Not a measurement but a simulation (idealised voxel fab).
This section sets out a process module, namely voxel local oxidation.
Cross-section cut: width 280 nm, square cells of 5 nm.
Cross-section spec: square-cell grid; bands listed top down; each band is one or more rows.
What a band's entry tells you: where the top is and where the bottom is, as heights in nm, and after that what lies inside, material by material from left to right, each with its width in nm. Empty space is written as the word "air", and a single material marked with the word "throughout" occupies the band from edge to edge.
Heights are expressed relative to 0, this being the level below which the as-received wafer comprises one material exclusively. The lowest band is unbounded in the downward direction and is denoted as in "0 down".
A width given as "30 to 40" starts at the first number in the band's top row and ends at the second number in its bottom row, shifting by an equal amount at every step from row to row.
Step note "nothing different" = no cross-section cell changed.
Entry "Closed cavities" = empty spaces >= 8 cells with no open way to the top; each as width x height at distance, distance from left edge, all nm.
Past the settings on a step's line: simulator remark, on that step.
overlay nm: for a step with a mask, the amount by which the mask lay right of where it was planned; a negative amount means left of it.

-- Steps in the process plan
| 1 | RECEIVE [material Si] |
| 2 | CONFORMAL_DEP [material SiO2] [thk nm 5] |
| 3 | CONFORMAL_DEP [material SiN] [thk nm 10] |
| 4 | DIRECTIONAL_DEP [material aC] [thk nm 15] |
| 5 | PATTERN [tone cover] [mask id ACTIVE] [material resist] [width nm 90] [thk nm 35] [overlay nm 0] |
| 6 | DIRECTIONAL_ETCH [etch materials aC] [depth nm 15] |
| 7 | STRIP [etch materials resist] |
| 8 | DIRECTIONAL_ETCH [etch materials SiN] [depth nm 10] |
| 9 | STRIP [etch materials aC] |
| 10 | SELECTIVE_ETCH [etch materials SiO2] [depth nm 5] |
| 11 | OXIDIZE [depth nm 15] |
| 12 | STRIP [etch materials SiN] |

-- Shown in cross-section is the wafer as received, that is, as it stands after step 1
    0 down | Si throughout
    Closed cavities: none

-- The first of the two wafers as seen in cross-section once the module was finished; processing followed the plan
    5 to 0 | 100 nm air  80 nm SiO2  100 nm air
    0 to -15 | 115 nm SiO2  50 nm Si  115 nm SiO2
    -15 down | Si throughout
    Closed cavities: none

-- Second wafer through the module, sectioned at the end: same beginning and same plan as the first wafer, with one mistake in carrying it out
    0 to -15 | 110 nm SiO2  60 nm Si  110 nm SiO2
    -15 down | Si throughout
    Closed cavities: none
Deviation from plan: step 2 of the plan was omitted and not executed
Final tally in cells, some materials are higher or lower on the second wafer than on the first: Si: 6 more | SiO2: 22 fewer
